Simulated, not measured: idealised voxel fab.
process module | voxel double patterning
cross-section cut | 290 nm wide | cells 5 nm
A cross-section is a grid of square cells, given in bands from the top down. A band is one or more rows of cells.
Each band's line starts with the height of the band's top and of its bottom, in nm. Then come its materials from left to right, each with its width in nm. One material with "throughout" fills the band from edge to edge. "air" is empty space.
Height 0 is the level under which the wafer as received is all one material. The lowest band goes on downwards, as in "0 down".
A width such as "30 to 40" changes by the same amount from each row of cells to the next, from the band's top row to its bottom row.
"no change" after a step means that no cell of the cross-section changed.
closed voids: empty space of 8 cells or more with no open way to the top, each as width x height at its distance from the left edge, in nm
after a step's settings: what the simulator itself notes on the step
overlay nm, on a step with a mask: how far to the right of its planned place the mask lay; to the left if negative
plan
1 op RECEIVE | material Si
2 op CONFORMAL_DEP | material SiN | thk nm 5
3 op DIRECTIONAL_DEP | material SiO2 | thk nm 15
4 op DIRECTIONAL_DEP | material SiCN | thk nm 5
5 op DIRECTIONAL_DEP | material aC | thk nm 10
6 op PATTERN | tone open | mask id FIRST | material resist | width nm 15 | pitch nm 50 | thk nm 30 | overlay nm 0
7 op DIRECTIONAL_ETCH | etch materials aC | depth nm 10
8 op STRIP | etch materials resist
9 op DIRECTIONAL_ETCH | etch materials SiCN | depth nm 5
10 op STRIP | etch materials aC
11 op PATTERN | tone open | mask id SECOND | material resist | width nm 15 | thk nm 20 | overlay nm 0
12 op DIRECTIONAL_ETCH | etch materials SiCN | depth nm 5
13 op STRIP | etch materials resist
14 op DIRECTIONAL_ETCH | etch materials SiO2 | depth nm 15
15 op STRIP | etch materials SiCN
as received, after step 1
  0 down: Si throughout
  closed voids: none
first wafer at the end, as planned
  20 to 5: SiO2 110 | air 15 | SiO2 10 | air 15 | SiO2 10 | air 15 | SiO2 115
  5 to 0: SiN throughout
  0 down: Si throughout
  closed voids: none
second wafer at the end: like start, like plan, one mistake
  20 to 15: SiN throughout
  15 to 0: SiO2 throughout
  0 down: Si throughout
  closed voids: none
what went wrong: steps 2 and 3 were swapped
at the end the second wafer has, in cells: 27 more of SiO2
